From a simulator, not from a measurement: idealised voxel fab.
process module | voxel gate over fins
cross-section cut | 180 nm wide | cells 5 nm
A cross-section is a grid of square cells, given in bands from the top down. A band is one or more rows of cells.
Each band's line starts with the height of the band's top and of its bottom, in nm. Then come its materials from left to right, each with its width in nm. One material with "throughout" fills the band from edge to edge. "air" is empty space.
Height 0 is the level under which the wafer as received is all one material. The lowest band goes on downwards, as in "0 down".
A width such as "30 to 40" changes by the same amount from each row of cells to the next, from the band's top row to its bottom row.
"no change" after a step means that no cell of the cross-section changed.
closed voids: empty space of 8 cells or more with no open way to the top, each as width x height at its distance from the left edge, in nm
after a step's settings: what the simulator itself notes on the step
overlay nm, on a step with a mask: how far to the right of its planned place the mask lay; to the left if negative
plan
1 op RECEIVE | material Si
2 op CONFORMAL_DEP | material SiN | thk nm 5
3 op MASKED_ETCH | tone cover | mask id FINS | width nm 15 | pitch nm 55 | etch materials SiN | depth nm 5 | overlay nm 0
4 op MASKED_ETCH | tone cover | mask id FINS | width nm 15 | pitch nm 55 | etch materials Si | depth nm 35 | overlay nm 0
5 op FILL_DEP | material SiO2 | thk nm 15
6 op CMP | height nm 5
7 op MASKED_ETCH | tone open | mask id RAIL | width nm 15 | etch materials SiO2 | depth nm 35 | overlay nm 0
8 op CONFORMAL_DEP | material TiN | thk nm 5
9 op FILL_DEP | material Ru | thk nm 5
10 op CMP | height nm 5
11 op SELECTIVE_ETCH | etch materials W Ru TiN | depth nm 20
12 op FILL_DEP | material SiO2 | thk nm 5
13 op CMP | height nm 5
14 op SELECTIVE_ETCH | etch materials SiO2 | depth nm 15
15 op STRIP | etch materials SiN
16 op CONFORMAL_DEP | material HfO2 | thk nm 5
17 op CONFORMAL_DEP | material TiN | thk nm 5
18 op FILL_DEP | material W | thk nm 10
19 op CMP | height nm 15
20 op CONFORMAL_DEP | material SiCN | thk nm 10
first wafer, as planned
as received, after step 1
  0 down: Si throughout
  closed voids: none
after step 2
  5 to 0: SiN throughout
  below 0: unchanged
after step 3
  5 to 0: air 25 | SiN 15 | air 40 | SiN 15 | air 40 | SiN 15 | air 30
  below 0: unchanged
after step 4
  5 to 0: air 25 | SiN 15 | air 40 | SiN 15 | air 40 | SiN 15 | air 30
  0 to -35: air 25 | Si 15 | air 40 | Si 15 | air 40 | Si 15 | air 30
  below -35: unchanged
after step 5
  20 to 5: SiO2 throughout
  5 to 0: SiO2 25 | SiN 15 | SiO2 40 | SiN 15 | SiO2 40 | SiN 15 | SiO2 30
  0 to -35: SiO2 25 | Si 15 | SiO2 40 | Si 15 | SiO2 40 | Si 15 | SiO2 30
  below -35: unchanged
after step 6
  5 to 0: SiO2 25 | SiN 15 | SiO2 40 | SiN 15 | SiO2 40 | SiN 15 | SiO2 30
  below 0: unchanged
after step 7
  5 to 0: SiO2 25 | SiN 15 | SiO2 10 | air 15 | SiO2 15 | SiN 15 | SiO2 40 | SiN 15 | SiO2 30
  0 to -30: SiO2 25 | Si 15 | SiO2 10 | air 15 | SiO2 15 | Si 15 | SiO2 40 | Si 15 | SiO2 30
  below -30: unchanged
after step 8
  10 to 5: TiN 55 | air 5 | TiN 120
  5 to 0: SiO2 25 | SiN 15 | SiO2 10 | TiN 5 | air 5 | TiN 5 | SiO2 15 | SiN 15 | SiO2 40 | SiN 15 | SiO2 30
  0 to -25: SiO2 25 | Si 15 | SiO2 10 | TiN 5 | air 5 | TiN 5 | SiO2 15 | Si 15 | SiO2 40 | Si 15 | SiO2 30
  -25 to -30: SiO2 25 | Si 15 | SiO2 10 | TiN 15 | SiO2 15 | Si 15 | SiO2 40 | Si 15 | SiO2 30
  below -30: unchanged
after step 9
  15 to 10: Ru throughout
  10 to 5: TiN 55 | Ru 5 | TiN 120
  5 to 0: SiO2 25 | SiN 15 | SiO2 10 | TiN 5 | Ru 5 | TiN 5 | SiO2 15 | SiN 15 | SiO2 40 | SiN 15 | SiO2 30
  0 to -25: SiO2 25 | Si 15 | SiO2 10 | TiN 5 | Ru 5 | TiN 5 | SiO2 15 | Si 15 | SiO2 40 | Si 15 | SiO2 30
  below -25: unchanged
after step 10
  5 to 0: SiO2 25 | SiN 15 | SiO2 10 | TiN 5 | Ru 5 | TiN 5 | SiO2 15 | SiN 15 | SiO2 40 | SiN 15 | SiO2 30
  below 0: unchanged
after step 11
  5 to 0: SiO2 25 | SiN 15 | SiO2 10 | air 15 | SiO2 15 | SiN 15 | SiO2 40 | SiN 15 | SiO2 30
  0 to -15: SiO2 25 | Si 15 | SiO2 10 | air 15 | SiO2 15 | Si 15 | SiO2 40 | Si 15 | SiO2 30
  below -15: unchanged
after step 12
  10 to 5: SiO2 throughout
  5 to 0: SiO2 25 | SiN 15 | SiO2 40 | SiN 15 | SiO2 40 | SiN 15 | SiO2 30
  0 to -15: SiO2 25 | Si 15 | SiO2 40 | Si 15 | SiO2 40 | Si 15 | SiO2 30
  below -15: unchanged
after step 13
  5 to 0: SiO2 25 | SiN 15 | SiO2 40 | SiN 15 | SiO2 40 | SiN 15 | SiO2 30
  below 0: unchanged
after step 14
  5 to 0: air 25 | SiN 15 | air 40 | SiN 15 | air 40 | SiN 15 | air 30
  0 to -10: air 25 | Si 15 | air 40 | Si 15 | air 40 | Si 15 | air 30
  below -10: unchanged
after step 15
  0 to -10: air 25 | Si 15 | air 40 | Si 15 | air 40 | Si 15 | air 30
  below -10: unchanged
after step 16
  5 to 0: air 20 | HfO2 25 | air 30 | HfO2 25 | air 30 | HfO2 25 | air 25
  0 to -5: air 20 | HfO2 5 | Si 15 | HfO2 5 | air 30 | HfO2 5 | Si 15 | HfO2 5 | air 30 | HfO2 5 | Si 15 | HfO2 5 | air 25
  -5 to -10: HfO2 25 | Si 15 | HfO2 40 | Si 15 | HfO2 40 | Si 15 | HfO2 30
  below -10: unchanged
after step 17
  10 to 5: air 15 | TiN 35 | air 20 | TiN 35 | air 20 | TiN 35 | air 20
  5 to 0: air 15 | TiN 5 | HfO2 25 | TiN 5 | air 20 | TiN 5 | HfO2 25 | TiN 5 | air 20 | TiN 5 | HfO2 25 | TiN 5 | air 20
  0 to -5: TiN 20 | HfO2 5 | Si 15 | HfO2 5 | TiN 30 | HfO2 5 | Si 15 | HfO2 5 | TiN 30 | HfO2 5 | Si 15 | HfO2 5 | TiN 25
  below -5: unchanged
after step 18
  20 to 10: W throughout
  10 to 5: W 15 | TiN 35 | W 20 | TiN 35 | W 20 | TiN 35 | W 20
  5 to 0: W 15 | TiN 5 | HfO2 25 | TiN 5 | W 20 | TiN 5 | HfO2 25 | TiN 5 | W 20 | TiN 5 | HfO2 25 | TiN 5 | W 20
  below 0: unchanged
after step 19
  15 to 10: W throughout
  below 10: unchanged
after step 20
  25 to 15: SiCN throughout
  below 15: unchanged
second wafer: like start, like plan, one mistake. Through step 15 it matches the first wafer
when step 16 should have ended: no change
when step 17 should have ended
  5 to 0: air 20 | TiN 25 | air 30 | TiN 25 | air 30 | TiN 25 | air 25
  0 to -5: air 20 | TiN 5 | Si 15 | TiN 5 | air 30 | TiN 5 | Si 15 | TiN 5 | air 30 | TiN 5 | Si 15 | TiN 5 | air 25
  -5 to -10: TiN 25 | Si 15 | TiN 40 | Si 15 | TiN 40 | Si 15 | TiN 30
  below -10: unchanged
when step 18 should have ended
  15 to 5: W throughout
  5 to 0: W 20 | TiN 25 | W 30 | TiN 25 | W 30 | TiN 25 | W 25
  0 to -5: W 20 | TiN 5 | Si 15 | TiN 5 | W 30 | TiN 5 | Si 15 | TiN 5 | W 30 | TiN 5 | Si 15 | TiN 5 | W 25
  below -5: unchanged
when step 19 should have ended: no change
when step 20 should have ended
  25 to 15: SiCN throughout
  below 15: unchanged
what went wrong: step 16 was left out
at the end the second wafer has, in cells: 48 fewer of HfO2 | 48 more of W
